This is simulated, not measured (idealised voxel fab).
Process module heading - voxel transistor to metal
Square cells of 5 nm make up the cross-section cut, whose width is 205 nm.
Cross-sections here: square-cell grids, written as top-down lists of bands, a band being one or more rows of cells.
In this notation a band is specified by the heights of its top and bottom, in that order and in nm, after which its materials appear from left to right, each paired with its width in nm. The word "edge to edge" attached to a single material means that material fills the band from edge to edge; the word "blank" stands for empty space.
Heights from 0 (as-received wafer is one material below). Bottom band endless downward, as "0..down".
Width spec "30..40" -> top row of cells at first value, bottom row at second value, equal per-row change in between.
A step reported as "nothing was modified" is a step in which no cell of the cross-section changed.
The label "Completely enclosed voids" introduces a list of the empty spaces, 8 cells or larger, that have no open way up to the top; each entry in it reads width x height at distance, where the distance is taken from the left edge and all three are stated in nm.
Text after the settings on a step's line: the simulator's own remark on that step.
overlay nm: how far to the right of its planned place the mask lay on this masked step (negative: to the left).

## Set out below are the planned steps of the process
1) RECEIVE | material Si
2) OXIDIZE | depth nm 5
3) CONFORMAL_DEP | material SiN | thk nm 10
4) DIRECTIONAL_DEP | material aC | thk nm 10
5) PATTERN | tone cover | mask id ACTIVE | material resist | width nm 100 | thk nm 25 | overlay nm 0
6) DIRECTIONAL_ETCH | etch materials aC | depth nm 5
7) STRIP | etch materials resist
8) DIRECTIONAL_ETCH | etch materials SiN | depth nm 10
9) DIRECTIONAL_ETCH | etch materials SiO2 | depth nm 5
10) DIRECTIONAL_ETCH | etch materials Si | depth nm 35
11) STRIP | etch materials aC
12) OXIDIZE | depth nm 5
13) FILL_DEP | material SiO2 | thk nm 5
14) CMP | height nm 10
15) SELECTIVE_ETCH | etch materials SiO2 | depth nm 10
16) STRIP | etch materials SiN
17) SELECTIVE_ETCH | etch materials SiO2 | depth nm 5
18) OXIDIZE | depth nm 5
19) DIRECTIONAL_DEP | material polySi | thk nm 20
20) DIRECTIONAL_DEP | material SiCN | thk nm 15
21) PATTERN | tone cover | mask id GATE | material resist | width nm 30 | thk nm 15 | overlay nm 0
22) DIRECTIONAL_ETCH | etch materials SiCN | depth nm 25
23) DIRECTIONAL_ETCH | etch materials polySi | depth nm 30
24) STRIP | etch materials resist
25) CONFORMAL_DEP | material SiN | thk nm 10
26) DIRECTIONAL_ETCH | etch materials SiN | depth nm 10
27) DIRECTIONAL_ETCH | etch materials SiO2 | depth nm 5
28) DIRECTIONAL_ETCH | etch materials Si | depth nm 10
29) EPI | material nSi | thk nm 15
30) FILL_DEP | material SiO2 | thk nm 5
31) CMP | height nm 15
32) STRIP | etch materials polySi
33) SELECTIVE_ETCH | etch materials SiO2 | depth nm 5
34) CONFORMAL_DEP | material HfO2 | thk nm 5
35) CONFORMAL_DEP | material TiN | thk nm 5
36) FILL_DEP | material W | thk nm 5
37) CMP | height nm 10
38) DIRECTIONAL_DEP | material SiO2 | thk nm 10
39) PATTERN | tone open | mask id CONTACT | material resist | width nm 15 | pitch nm 75 | thk nm 20 | overlay nm 0
40) DIRECTIONAL_ETCH | etch materials SiO2 | depth nm 25
41) STRIP | etch materials resist
42) CONFORMAL_DEP | material TiN | thk nm 5
43) FILL_DEP | material Ru | thk nm 10
44) CMP | height nm 20
45) DIRECTIONAL_DEP | material TiN | thk nm 5
46) DIRECTIONAL_DEP | material Ru | thk nm 20
47) DIRECTIONAL_DEP | material aC | thk nm 10
48) PATTERN | tone cover | mask id METAL_1 | material resist | width nm 15 | pitch nm 75 | thk nm 25 | overlay nm 0
49) DIRECTIONAL_ETCH | etch materials aC | depth nm 10
50) STRIP | etch materials resist
51) DIRECTIONAL_ETCH | etch materials Ru | depth nm 20
52) DIRECTIONAL_ETCH | etch materials TiN | depth nm 5
53) STRIP | etch materials aC
54) CONFORMAL_DEP | material SiN | thk nm 5
55) FILL_DEP | material lowk | thk nm 10
56) CMP | height nm 45
57) CONFORMAL_DEP | material SiCN | thk nm 5
58) DIRECTIONAL_DEP | material lowk | thk nm 30
59) PATTERN | tone open | mask id METAL_2 | material resist | width nm 15 | pitch nm 75 | thk nm 20 | overlay nm 0
60) DIRECTIONAL_ETCH | etch materials lowk | depth nm 15
61) STRIP | etch materials resist
62) PATTERN | tone open | mask id METAL_2_HOLES | material resist | width nm 15 | pitch nm 75 | thk nm 20 | overlay nm 0
63) DIRECTIONAL_ETCH | etch materials lowk | depth nm 15
64) DIRECTIONAL_ETCH | etch materials SiCN | depth nm 5
65) STRIP | etch materials resist
66) CONFORMAL_DEP | material TiN | thk nm 5
67) FILL_DEP | material Ru | thk nm 5
68) CMP | height nm 80
69) CONFORMAL_DEP | material SiN | thk nm 5
All wafers enter the flow in the same state. The depth nm at step 6 differs from wafer to wafer, and the plan gives the value for the first wafer.

## This is how the first of several wafers looked in cross-section when it arrived, which is after step 1
* 0..down  Si edge to edge
* Completely enclosed voids: none

## So in this table every wafer gets its own row, and what you see is where it stands at the end of the module: for each material, how many cells it picked up (+) or gave up (-) since we received it, and after that its closed voids
depth nm 5 | +14 HfO2 | +40 Ru | -144 Si | +35 SiCN | +104 SiN | +143 SiO2 | +62 TiN | +4 W | +334 lowk | +105 nSi | Completely enclosed voids: none
depth nm 10 | +14 HfO2 | +40 Ru | -259 Si | +35 SiCN | +104 SiN | +325 SiO2 | +62 TiN | +4 W | +334 lowk | +38 nSi | Completely enclosed voids: none
depth nm 15 | +14 HfO2 | +40 Ru | -259 Si | +35 SiCN | +104 SiN | +325 SiO2 | +62 TiN | +4 W | +334 lowk | +38 nSi | Completely enclosed voids: none
depth nm 20 | +14 HfO2 | +40 Ru | -259 Si | +35 SiCN | +104 SiN | +325 SiO2 | +62 TiN | +4 W | +334 lowk | +38 nSi | Completely enclosed voids: none
depth nm 25 | +14 HfO2 | +40 Ru | -259 Si | +35 SiCN | +104 SiN | +325 SiO2 | +62 TiN | +4 W | +334 lowk | +38 nSi | Completely enclosed voids: none
